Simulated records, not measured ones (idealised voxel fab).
Process module heading - voxel wiring stack
For reference, the cross-section in this document is cut, with width 245 nm and square cells of 5 nm.
Throughout this document, each cross-section is represented as a grid of square cells and is presented as a sequence of bands enumerated from the top downward, where a band comprises one or more rows of cells.
Heads up on the band format: heights come first, top then bottom, in nm. After that it's the materials left to right, each with its width in nm. A single material flagged "full width" fills the whole band edge to edge, and "blank" means there's empty space there.
Ref level 0: as-received wafer is one material below here. Bottom band extends down with no lower bound ("z 0 and below").
Width "30->40": first value at the band's top row of cells, second value at its bottom row, equal change from row to row.
"no alteration" means the step left every cell of the cross-section as it was.
Cavities, closed: empty space of 8 cells or more with no open way to the top, each as width x height at its distance from the left edge, in nm
That trailing text on a step's line, after the settings, is the simulator's own remark on the step.
On any step carrying a mask, the "overlay nm" setting, if present on the step's line, tells how far right of its planned place the mask lay; negative values point to the left.
-- Process steps - plan
1: RECEIVE (material Si)
2: CONFORMAL_DEP (material SiO2; thk nm 15)
3: CONFORMAL_DEP (material SiN; thk nm 5)
4: DIRECTIONAL_DEP (material SiO2; thk nm 20)
5: PATTERN (tone open; mask id METAL_1; material resist; width nm 30; pitch nm 50; thk nm 15; overlay nm 0)
6: DIRECTIONAL_ETCH (etch materials SiO2; depth nm 20)
7: DIRECTIONAL_ETCH (etch materials SiN; depth nm 5)
8: STRIP (etch materials resist)
9: CONFORMAL_DEP (material TiN; thk nm 5)
10: FILL_DEP (material W; thk nm 10)
11: CMP (height nm 40)
12: CONFORMAL_DEP (material SiCN; thk nm 5)
13: DIRECTIONAL_DEP (material SiO2; thk nm 20)
14: DIRECTIONAL_DEP (material aC; thk nm 15)
15: PATTERN (tone open; mask id PLUG_1; material resist; width nm 15; pitch nm 50; thk nm 30; overlay nm 0)
16: DIRECTIONAL_ETCH (etch materials aC; depth nm 15)
17: STRIP (etch materials resist)
18: DIRECTIONAL_ETCH (etch materials SiO2; depth nm 20)
19: DIRECTIONAL_ETCH (etch materials SiCN; depth nm 5)
20: STRIP (etch materials aC)
21: CONFORMAL_DEP (material TiN; thk nm 5)
22: FILL_DEP (material Cu; thk nm 5)
23: CMP (height nm 65)
24: DIRECTIONAL_DEP (material TiN; thk nm 5)
25: DIRECTIONAL_DEP (material Ru; thk nm 15)
26: MASKED_ETCH (tone cover; mask id METAL_2; width nm 30; pitch nm 50; etch materials Ru; depth nm 15; overlay nm 0)
27: MASKED_ETCH (tone cover; mask id METAL_2; width nm 30; pitch nm 50; etch materials TiN; depth nm 5; overlay nm 0)
28: FILL_DEP (material SiO2; thk nm 10)
29: CMP (height nm 85)
30: CONFORMAL_DEP (material SiCN; thk nm 5)
31: DIRECTIONAL_DEP (material lowk; thk nm 10)
32: MASKED_ETCH (tone open; mask id PLUG_2; width nm 15; pitch nm 50; etch materials lowk; depth nm 10; overlay nm 0)
33: MASKED_ETCH (tone open; mask id PLUG_2; width nm 15; pitch nm 50; etch materials SiCN; depth nm 5; overlay nm 0)
34: EPI (material Ru; thk nm 10)
35: EPI (material Ru; thk nm 5)
36: DIRECTIONAL_DEP (material TiN; thk nm 5)
37: DIRECTIONAL_DEP (material W; thk nm 20)
38: PATTERN (tone cover; mask id METAL_3; material resist; width nm 30; pitch nm 50; thk nm 15; overlay nm 0)
39: DIRECTIONAL_ETCH (etch materials W; depth nm 20)
40: DIRECTIONAL_ETCH (etch materials TiN; depth nm 5)
41: STRIP (etch materials resist)
42: CONFORMAL_DEP (material SiCN; thk nm 5)
43: FILL_DEP (material SiO2; thk nm 5)
44: CMP (height nm 125)
45: CONFORMAL_DEP (material SiN; thk nm 5)
-- First wafer out of two, processed as planned
-- Wafer cross-section on receipt, i.e. after step 1
* z 0 and below = Si full width
* Cavities, closed: none
-- Wafer section view after processing step 2
* z 15 to 0 = SiO2 full width
* below 0: unchanged
-- Wafer section view after processing step 3
* z 20 to 15 = SiN full width
* below 15: unchanged
-- Wafer section view after processing step 4
* z 40 to 20 = SiO2 full width
* below 20: unchanged
-- Wafer section view after processing step 5
* z 55 to 40 = 55 resist / 30 blank / 20 resist / 30 blank / 20 resist / 30 blank / 60 resist
* below 40: unchanged
-- Wafer section view after processing step 6
* z 55 to 40 = 55 resist / 30 blank / 20 resist / 30 blank / 20 resist / 30 blank / 60 resist
* z 40 to 20 = 55 SiO2 / 30 blank / 20 SiO2 / 30 blank / 20 SiO2 / 30 blank / 60 SiO2
* below 20: unchanged
-- Wafer section view after processing step 7
* z 55 to 40 = 55 resist / 30 blank / 20 resist / 30 blank / 20 resist / 30 blank / 60 resist
* z 40 to 20 = 55 SiO2 / 30 blank / 20 SiO2 / 30 blank / 20 SiO2 / 30 blank / 60 SiO2
* z 20 to 15 = 55 SiN / 30 blank / 20 SiN / 30 blank / 20 SiN / 30 blank / 60 SiN
* below 15: unchanged
-- Wafer section view after processing step 8
* z 40 to 20 = 55 SiO2 / 30 blank / 20 SiO2 / 30 blank / 20 SiO2 / 30 blank / 60 SiO2
* below 20: unchanged
-- Wafer section view after processing step 9
* z 45 to 40 = 60 TiN / 20 blank / 30 TiN / 20 blank / 30 TiN / 20 blank / 65 TiN
* z 40 to 20 = 55 SiO2 / 5 TiN / 20 blank / 5 TiN / 20 SiO2 / 5 TiN / 20 blank / 5 TiN / 20 SiO2 / 5 TiN / 20 blank / 5 TiN / 60 SiO2
* z 20 to 15 = 55 SiN / 30 TiN / 20 SiN / 30 TiN / 20 SiN / 30 TiN / 60 SiN
* below 15: unchanged
-- Wafer section view after processing step 10
* z 55 to 45 = W full width
* z 45 to 40 = 60 TiN / 20 W / 30 TiN / 20 W / 30 TiN / 20 W / 65 TiN
* z 40 to 20 = 55 SiO2 / 5 TiN / 20 W / 5 TiN / 20 SiO2 / 5 TiN / 20 W / 5 TiN / 20 SiO2 / 5 TiN / 20 W / 5 TiN / 60 SiO2
* below 20: unchanged
-- Wafer section view after processing step 11
* z 40 to 20 = 55 SiO2 / 5 TiN / 20 W / 5 TiN / 20 SiO2 / 5 TiN / 20 W / 5 TiN / 20 SiO2 / 5 TiN / 20 W / 5 TiN / 60 SiO2
* below 20: unchanged
-- Wafer section view after processing step 12
* z 45 to 40 = SiCN full width
* below 40: unchanged
-- Wafer section view after processing step 13
* z 65 to 45 = SiO2 full width
* below 45: unchanged
-- Wafer section view after processing step 14
* z 80 to 65 = aC full width
* below 65: unchanged
-- Wafer section view after processing step 15
* z 110 to 80 = 55 resist / 15 blank / 35 resist / 15 blank / 35 resist / 15 blank / 75 resist
* below 80: unchanged
-- Wafer section view after processing step 16
* z 95 to 80 = 55 resist / 15 blank / 35 resist / 15 blank / 35 resist / 15 blank / 75 resist
* z 80 to 65 = 55 aC / 15 blank / 35 aC / 15 blank / 35 aC / 15 blank / 75 aC
* below 65: unchanged
-- Wafer section view after processing step 17
* z 80 to 65 = 55 aC / 15 blank / 35 aC / 15 blank / 35 aC / 15 blank / 75 aC
* below 65: unchanged
-- Wafer section view after processing step 18
* z 80 to 65 = 55 aC / 15 blank / 35 aC / 15 blank / 35 aC / 15 blank / 75 aC
* z 65 to 45 = 55 SiO2 / 15 blank / 35 SiO2 / 15 blank / 35 SiO2 / 15 blank / 75 SiO2
* below 45: unchanged
-- Wafer section view after processing step 19
* z 80 to 65 = 55 aC / 15 blank / 35 aC / 15 blank / 35 aC / 15 blank / 75 aC
* z 65 to 45 = 55 SiO2 / 15 blank / 35 SiO2 / 15 blank / 35 SiO2 / 15 blank / 75 SiO2
* z 45 to 40 = 55 SiCN / 15 blank / 35 SiCN / 15 blank / 35 SiCN / 15 blank / 75 SiCN
* below 40: unchanged
-- Wafer section view after processing step 20
* z 65 to 45 = 55 SiO2 / 15 blank / 35 SiO2 / 15 blank / 35 SiO2 / 15 blank / 75 SiO2
* below 45: unchanged
-- Wafer section view after processing step 21
* z 70 to 65 = 60 TiN / 5 blank / 45 TiN / 5 blank / 45 TiN / 5 blank / 80 TiN
* z 65 to 45 = 55 SiO2 / 5 TiN / 5 blank / 5 TiN / 35 SiO2 / 5 TiN / 5 blank / 5 TiN / 35 SiO2 / 5 TiN / 5 blank / 5 TiN / 75 SiO2
* z 45 to 40 = 55 SiCN / 15 TiN / 35 SiCN / 15 TiN / 35 SiCN / 15 TiN / 75 SiCN
* below 40: unchanged
-- Wafer section view after processing step 22
* z 75 to 70 = Cu full width
* z 70 to 65 = 60 TiN / 5 Cu / 45 TiN / 5 Cu / 45 TiN / 5 Cu / 80 TiN
* z 65 to 45 = 55 SiO2 / 5 TiN / 5 Cu / 5 TiN / 35 SiO2 / 5 TiN / 5 Cu / 5 TiN / 35 SiO2 / 5 TiN / 5 Cu / 5 TiN / 75 SiO2
* below 45: unchanged
-- Wafer section view after processing step 23
* z 65 to 45 = 55 SiO2 / 5 TiN / 5 Cu / 5 TiN / 35 SiO2 / 5 TiN / 5 Cu / 5 TiN / 35 SiO2 / 5 TiN / 5 Cu / 5 TiN / 75 SiO2
* below 45: unchanged
-- Wafer section view after processing step 24
* z 70 to 65 = TiN full width
* below 65: unchanged
-- Wafer section view after processing step 25
* z 85 to 70 = Ru full width
* below 70: unchanged
-- Wafer section view after processing step 26
* z 85 to 70 = 55 blank / 30 Ru / 20 blank / 30 Ru / 20 blank / 30 Ru / 60 blank
* below 70: unchanged
-- Wafer section view after processing step 27
* z 85 to 70 = 55 blank / 30 Ru / 20 blank / 30 Ru / 20 blank / 30 Ru / 60 blank
* z 70 to 65 = 55 blank / 30 TiN / 20 blank / 30 TiN / 20 blank / 30 TiN / 60 blank
* below 65: unchanged
-- Wafer section view after processing step 28
* z 95 to 85 = SiO2 full width
* z 85 to 70 = 55 SiO2 / 30 Ru / 20 SiO2 / 30 Ru / 20 SiO2 / 30 Ru / 60 SiO2
* z 70 to 65 = 55 SiO2 / 30 TiN / 20 SiO2 / 30 TiN / 20 SiO2 / 30 TiN / 60 SiO2
* below 65: unchanged
-- Wafer section view after processing step 29
* z 85 to 70 = 55 SiO2 / 30 Ru / 20 SiO2 / 30 Ru / 20 SiO2 / 30 Ru / 60 SiO2
* below 70: unchanged
-- Wafer section view after processing step 30
* z 90 to 85 = SiCN full width
* below 85: unchanged
-- Wafer section view after processing step 31
* z 100 to 90 = lowk full width
* below 90: unchanged
-- Wafer section view after processing step 32
* z 100 to 90 = 55 lowk / 15 blank / 35 lowk / 15 blank / 35 lowk / 15 blank / 75 lowk
* below 90: unchanged
-- Wafer section view after processing step 33
* z 100 to 90 = 55 lowk / 15 blank / 35 lowk / 15 blank / 35 lowk / 15 blank / 75 lowk
* z 90 to 85 = 55 SiCN / 15 blank / 35 SiCN / 15 blank / 35 SiCN / 15 blank / 75 SiCN
* below 85: unchanged
-- Wafer section view after processing step 34
* z 100 to 95 = 55 lowk / 15 blank / 35 lowk / 15 blank / 35 lowk / 15 blank / 75 lowk
* z 95 to 90 = 55 lowk / 15 Ru / 35 lowk / 15 Ru / 35 lowk / 15 Ru / 75 lowk
* z 90 to 85 = 55 SiCN / 15 Ru / 35 SiCN / 15 Ru / 35 SiCN / 15 Ru / 75 SiCN
* below 85: unchanged
-- Wafer section view after processing step 35
* z 100 to 90 = 55 lowk / 15 Ru / 35 lowk / 15 Ru / 35 lowk / 15 Ru / 75 lowk
* below 90: unchanged
-- Wafer section view after processing step 36
* z 105 to 100 = TiN full width
* below 100: unchanged
-- Wafer section view after processing step 37
* z 125 to 105 = W full width
* below 105: unchanged
-- Wafer section view after processing step 38
* z 140 to 125 = 55 blank / 30 resist / 20 blank / 30 resist / 20 blank / 30 resist / 60 blank
* below 125: unchanged
-- Wafer section view after processing step 39
* z 140 to 125 = 55 blank / 30 resist / 20 blank / 30 resist / 20 blank / 30 resist / 60 blank
* z 125 to 105 = 55 blank / 30 W / 20 blank / 30 W / 20 blank / 30 W / 60 blank
* below 105: unchanged
-- Wafer section view after processing step 40
* z 140 to 125 = 55 blank / 30 resist / 20 blank / 30 resist / 20 blank / 30 resist / 60 blank
* z 125 to 105 = 55 blank / 30 W / 20 blank / 30 W / 20 blank / 30 W / 60 blank
* z 105 to 100 = 55 blank / 30 TiN / 20 blank / 30 TiN / 20 blank / 30 TiN / 60 blank
* below 100: unchanged
-- Wafer section view after processing step 41
* z 125 to 105 = 55 blank / 30 W / 20 blank / 30 W / 20 blank / 30 W / 60 blank
* below 105: unchanged
-- Wafer section view after processing step 42
* z 130 to 125 = 50 blank / 40 SiCN / 10 blank / 40 SiCN / 10 blank / 40 SiCN / 55 blank
* z 125 to 105 = 50 blank / 5 SiCN / 30 W / 5 SiCN / 10 blank / 5 SiCN / 30 W / 5 SiCN / 10 blank / 5 SiCN / 30 W / 5 SiCN / 55 blank
* z 105 to 100 = 55 SiCN / 30 TiN / 20 SiCN / 30 TiN / 20 SiCN / 30 TiN / 60 SiCN
* below 100: unchanged
-- Wafer section view after processing step 43
* z 135 to 130 = SiO2 full width
* z 130 to 125 = 50 SiO2 / 40 SiCN / 10 SiO2 / 40 SiCN / 10 SiO2 / 40 SiCN / 55 SiO2
* z 125 to 105 = 50 SiO2 / 5 SiCN / 30 W / 5 SiCN / 10 SiO2 / 5 SiCN / 30 W / 5 SiCN / 10 SiO2 / 5 SiCN / 30 W / 5 SiCN / 55 SiO2
* below 105: unchanged
-- Wafer section view after processing step 44
* z 125 to 105 = 50 SiO2 / 5 SiCN / 30 W / 5 SiCN / 10 SiO2 / 5 SiCN / 30 W / 5 SiCN / 10 SiO2 / 5 SiCN / 30 W / 5 SiCN / 55 SiO2
* below 105: unchanged
-- Wafer section view after processing step 45
* z 130 to 125 = SiN full width
* below 125: unchanged
-- Second wafer, same starting state and plan as the first, one mistake in the run, identical through step 1
-- Cross-section of the second wafer when, according to plan, step 2 should have finished
* z 30 to 0 = SiO2 full width
* below 0: unchanged
-- Cross-section of the second wafer when, according to plan, step 3 should have finished
* z 35 to 30 = SiN full width
* below 30: unchanged
-- Cross-section of the second wafer when, according to plan, step 4 should have finished
* z 55 to 35 = SiO2 full width
* below 35: unchanged
-- Cross-section of the second wafer when, according to plan, step 5 should have finished
* z 70 to 55 = 55 resist / 30 blank / 20 resist / 30 blank / 20 resist / 30 blank / 60 resist
* below 55: unchanged
-- Cross-section of the second wafer when, according to plan, step 6 should have finished
* z 70 to 55 = 55 resist / 30 blank / 20 resist / 30 blank / 20 resist / 30 blank / 60 resist
* z 55 to 35 = 55 SiO2 / 30 blank / 20 SiO2 / 30 blank / 20 SiO2 / 30 blank / 60 SiO2
* below 35: unchanged
-- Cross-section of the second wafer when, according to plan, step 7 should have finished
* z 70 to 55 = 55 resist / 30 blank / 20 resist / 30 blank / 20 resist / 30 blank / 60 resist
* z 55 to 35 = 55 SiO2 / 30 blank / 20 SiO2 / 30 blank / 20 SiO2 / 30 blank / 60 SiO2
* z 35 to 30 = 55 SiN / 30 blank / 20 SiN / 30 blank / 20 SiN / 30 blank / 60 SiN
* below 30: unchanged
-- Cross-section of the second wafer when, according to plan, step 8 should have finished
* z 55 to 35 = 55 SiO2 / 30 blank / 20 SiO2 / 30 blank / 20 SiO2 / 30 blank / 60 SiO2
* below 35: unchanged
-- Cross-section of the second wafer when, according to plan, step 9 should have finished
* z 60 to 55 = 60 TiN / 20 blank / 30 TiN / 20 blank / 30 TiN / 20 blank / 65 TiN
* z 55 to 35 = 55 SiO2 / 5 TiN / 20 blank / 5 TiN / 20 SiO2 / 5 TiN / 20 blank / 5 TiN / 20 SiO2 / 5 TiN / 20 blank / 5 TiN / 60 SiO2
* z 35 to 30 = 55 SiN / 30 TiN / 20 SiN / 30 TiN / 20 SiN / 30 TiN / 60 SiN
* below 30: unchanged
-- Cross-section of the second wafer when, according to plan, step 10 should have finished
* z 70 to 60 = W full width
* z 60 to 55 = 60 TiN / 20 W / 30 TiN / 20 W / 30 TiN / 20 W / 65 TiN
* z 55 to 35 = 55 SiO2 / 5 TiN / 20 W / 5 TiN / 20 SiO2 / 5 TiN / 20 W / 5 TiN / 20 SiO2 / 5 TiN / 20 W / 5 TiN / 60 SiO2
* below 35: unchanged
-- Cross-section of the second wafer when, according to plan, step 11 should have finished
* z 40 to 35 = 55 SiO2 / 5 TiN / 20 W / 5 TiN / 20 SiO2 / 5 TiN / 20 W / 5 TiN / 20 SiO2 / 5 TiN / 20 W / 5 TiN / 60 SiO2
* below 35: unchanged
-- Cross-section of the second wafer when, according to plan, step 12 should have finished
* z 45 to 40 = SiCN full width
* below 40: unchanged
-- Cross-section of the second wafer when, according to plan, step 13 should have finished
* z 65 to 45 = SiO2 full width
* below 45: unchanged
-- Cross-section of the second wafer when, according to plan, step 14 should have finished
* z 80 to 65 = aC full width
* below 65: unchanged
-- Cross-section of the second wafer when, according to plan, step 15 should have finished
* z 110 to 80 = 55 resist / 15 blank / 35 resist / 15 blank / 35 resist / 15 blank / 75 resist
* below 80: unchanged
-- Cross-section of the second wafer when, according to plan, step 16 should have finished
* z 95 to 80 = 55 resist / 15 blank / 35 resist / 15 blank / 35 resist / 15 blank / 75 resist
* z 80 to 65 = 55 aC / 15 blank / 35 aC / 15 blank / 35 aC / 15 blank / 75 aC
* below 65: unchanged
-- Cross-section of the second wafer when, according to plan, step 17 should have finished
* z 80 to 65 = 55 aC / 15 blank / 35 aC / 15 blank / 35 aC / 15 blank / 75 aC
* below 65: unchanged
-- Cross-section of the second wafer when, according to plan, step 18 should have finished
* z 80 to 65 = 55 aC / 15 blank / 35 aC / 15 blank / 35 aC / 15 blank / 75 aC
* z 65 to 45 = 55 SiO2 / 15 blank / 35 SiO2 / 15 blank / 35 SiO2 / 15 blank / 75 SiO2
* below 45: unchanged
-- Cross-section of the second wafer when, according to plan, step 19 should have finished
* z 80 to 65 = 55 aC / 15 blank / 35 aC / 15 blank / 35 aC / 15 blank / 75 aC
* z 65 to 45 = 55 SiO2 / 15 blank / 35 SiO2 / 15 blank / 35 SiO2 / 15 blank / 75 SiO2
* z 45 to 40 = 55 SiCN / 15 blank / 35 SiCN / 15 blank / 35 SiCN / 15 blank / 75 SiCN
* below 40: unchanged
-- Cross-section of the second wafer when, according to plan, step 20 should have finished
* z 65 to 45 = 55 SiO2 / 15 blank / 35 SiO2 / 15 blank / 35 SiO2 / 15 blank / 75 SiO2
* below 45: unchanged
-- Cross-section of the second wafer when, according to plan, step 21 should have finished
* z 70 to 65 = 60 TiN / 5 blank / 45 TiN / 5 blank / 45 TiN / 5 blank / 80 TiN
* z 65 to 45 = 55 SiO2 / 5 TiN / 5 blank / 5 TiN / 35 SiO2 / 5 TiN / 5 blank / 5 TiN / 35 SiO2 / 5 TiN / 5 blank / 5 TiN / 75 SiO2
* z 45 to 40 = 55 SiCN / 15 TiN / 35 SiCN / 15 TiN / 35 SiCN / 15 TiN / 75 SiCN
* below 40: unchanged
-- Cross-section of the second wafer when, according to plan, step 22 should have finished
* z 75 to 70 = Cu full width
* z 70 to 65 = 60 TiN / 5 Cu / 45 TiN / 5 Cu / 45 TiN / 5 Cu / 80 TiN
* z 65 to 45 = 55 SiO2 / 5 TiN / 5 Cu / 5 TiN / 35 SiO2 / 5 TiN / 5 Cu / 5 TiN / 35 SiO2 / 5 TiN / 5 Cu / 5 TiN / 75 SiO2
* below 45: unchanged
-- Cross-section of the second wafer when, according to plan, step 23 should have finished
* z 65 to 45 = 55 SiO2 / 5 TiN / 5 Cu / 5 TiN / 35 SiO2 / 5 TiN / 5 Cu / 5 TiN / 35 SiO2 / 5 TiN / 5 Cu / 5 TiN / 75 SiO2
* below 45: unchanged
-- Cross-section of the second wafer when, according to plan, step 24 should have finished
* z 70 to 65 = TiN full width
* below 65: unchanged
-- Cross-section of the second wafer when, according to plan, step 25 should have finished
* z 85 to 70 = Ru full width
* below 70: unchanged
-- Cross-section of the second wafer when, according to plan, step 26 should have finished
* z 85 to 70 = 55 blank / 30 Ru / 20 blank / 30 Ru / 20 blank / 30 Ru / 60 blank
* below 70: unchanged
-- Cross-section of the second wafer when, according to plan, step 27 should have finished
* z 85 to 70 = 55 blank / 30 Ru / 20 blank / 30 Ru / 20 blank / 30 Ru / 60 blank
* z 70 to 65 = 55 blank / 30 TiN / 20 blank / 30 TiN / 20 blank / 30 TiN / 60 blank
* below 65: unchanged
-- Cross-section of the second wafer when, according to plan, step 28 should have finished
* z 95 to 85 = SiO2 full width
* z 85 to 70 = 55 SiO2 / 30 Ru / 20 SiO2 / 30 Ru / 20 SiO2 / 30 Ru / 60 SiO2
* z 70 to 65 = 55 SiO2 / 30 TiN / 20 SiO2 / 30 TiN / 20 SiO2 / 30 TiN / 60 SiO2
* below 65: unchanged
-- Cross-section of the second wafer when, according to plan, step 29 should have finished
* z 85 to 70 = 55 SiO2 / 30 Ru / 20 SiO2 / 30 Ru / 20 SiO2 / 30 Ru / 60 SiO2
* below 70: unchanged
-- Cross-section of the second wafer when, according to plan, step 30 should have finished
* z 90 to 85 = SiCN full width
* below 85: unchanged
-- Cross-section of the second wafer when, according to plan, step 31 should have finished
* z 100 to 90 = lowk full width
* below 90: unchanged
-- Cross-section of the second wafer when, according to plan, step 32 should have finished
* z 100 to 90 = 55 lowk / 15 blank / 35 lowk / 15 blank / 35 lowk / 15 blank / 75 lowk
* below 90: unchanged
-- Cross-section of the second wafer when, according to plan, step 33 should have finished
* z 100 to 90 = 55 lowk / 15 blank / 35 lowk / 15 blank / 35 lowk / 15 blank / 75 lowk
* z 90 to 85 = 55 SiCN / 15 blank / 35 SiCN / 15 blank / 35 SiCN / 15 blank / 75 SiCN
* below 85: unchanged
-- Cross-section of the second wafer when, according to plan, step 34 should have finished
* z 100 to 95 = 55 lowk / 15 blank / 35 lowk / 15 blank / 35 lowk / 15 blank / 75 lowk
* z 95 to 90 = 55 lowk / 15 Ru / 35 lowk / 15 Ru / 35 lowk / 15 Ru / 75 lowk
* z 90 to 85 = 55 SiCN / 15 Ru / 35 SiCN / 15 Ru / 35 SiCN / 15 Ru / 75 SiCN
* below 85: unchanged
-- Cross-section of the second wafer when, according to plan, step 35 should have finished
* z 100 to 90 = 55 lowk / 15 Ru / 35 lowk / 15 Ru / 35 lowk / 15 Ru / 75 lowk
* below 90: unchanged
-- Cross-section of the second wafer when, according to plan, step 36 should have finished
* z 105 to 100 = TiN full width
* below 100: unchanged
-- Cross-section of the second wafer when, according to plan, step 37 should have finished
* z 125 to 105 = W full width
* below 105: unchanged
-- Cross-section of the second wafer when, according to plan, step 38 should have finished
* z 140 to 125 = 55 blank / 30 resist / 20 blank / 30 resist / 20 blank / 30 resist / 60 blank
* below 125: unchanged
-- Cross-section of the second wafer when, according to plan, step 39 should have finished
* z 140 to 125 = 55 blank / 30 resist / 20 blank / 30 resist / 20 blank / 30 resist / 60 blank
* z 125 to 105 = 55 blank / 30 W / 20 blank / 30 W / 20 blank / 30 W / 60 blank
* below 105: unchanged
-- Cross-section of the second wafer when, according to plan, step 40 should have finished
* z 140 to 125 = 55 blank / 30 resist / 20 blank / 30 resist / 20 blank / 30 resist / 60 blank
* z 125 to 105 = 55 blank / 30 W / 20 blank / 30 W / 20 blank / 30 W / 60 blank
* z 105 to 100 = 55 blank / 30 TiN / 20 blank / 30 TiN / 20 blank / 30 TiN / 60 blank
* below 100: unchanged
-- Cross-section of the second wafer when, according to plan, step 41 should have finished
* z 125 to 105 = 55 blank / 30 W / 20 blank / 30 W / 20 blank / 30 W / 60 blank
* below 105: unchanged
-- Cross-section of the second wafer when, according to plan, step 42 should have finished
* z 130 to 125 = 50 blank / 40 SiCN / 10 blank / 40 SiCN / 10 blank / 40 SiCN / 55 blank
* z 125 to 105 = 50 blank / 5 SiCN / 30 W / 5 SiCN / 10 blank / 5 SiCN / 30 W / 5 SiCN / 10 blank / 5 SiCN / 30 W / 5 SiCN / 55 blank
* z 105 to 100 = 55 SiCN / 30 TiN / 20 SiCN / 30 TiN / 20 SiCN / 30 TiN / 60 SiCN
* below 100: unchanged
-- Cross-section of the second wafer when, according to plan, step 43 should have finished
* z 135 to 130 = SiO2 full width
* z 130 to 125 = 50 SiO2 / 40 SiCN / 10 SiO2 / 40 SiCN / 10 SiO2 / 40 SiCN / 55 SiO2
* z 125 to 105 = 50 SiO2 / 5 SiCN / 30 W / 5 SiCN / 10 SiO2 / 5 SiCN / 30 W / 5 SiCN / 10 SiO2 / 5 SiCN / 30 W / 5 SiCN / 55 SiO2
* below 105: unchanged
-- Cross-section of the second wafer when, according to plan, step 44 should have finished
* z 125 to 105 = 50 SiO2 / 5 SiCN / 30 W / 5 SiCN / 10 SiO2 / 5 SiCN / 30 W / 5 SiCN / 10 SiO2 / 5 SiCN / 30 W / 5 SiCN / 55 SiO2
* below 105: unchanged
-- Cross-section of the second wafer when, according to plan, step 45 should have finished
* z 130 to 125 = SiN full width
* below 125: unchanged
Run error: the plan's step 2 ran twice
FYI, end of process, the second wafer has more or fewer cells of some materials than the first: 54 more of SiO2, 18 fewer of TiN, 36 fewer of W
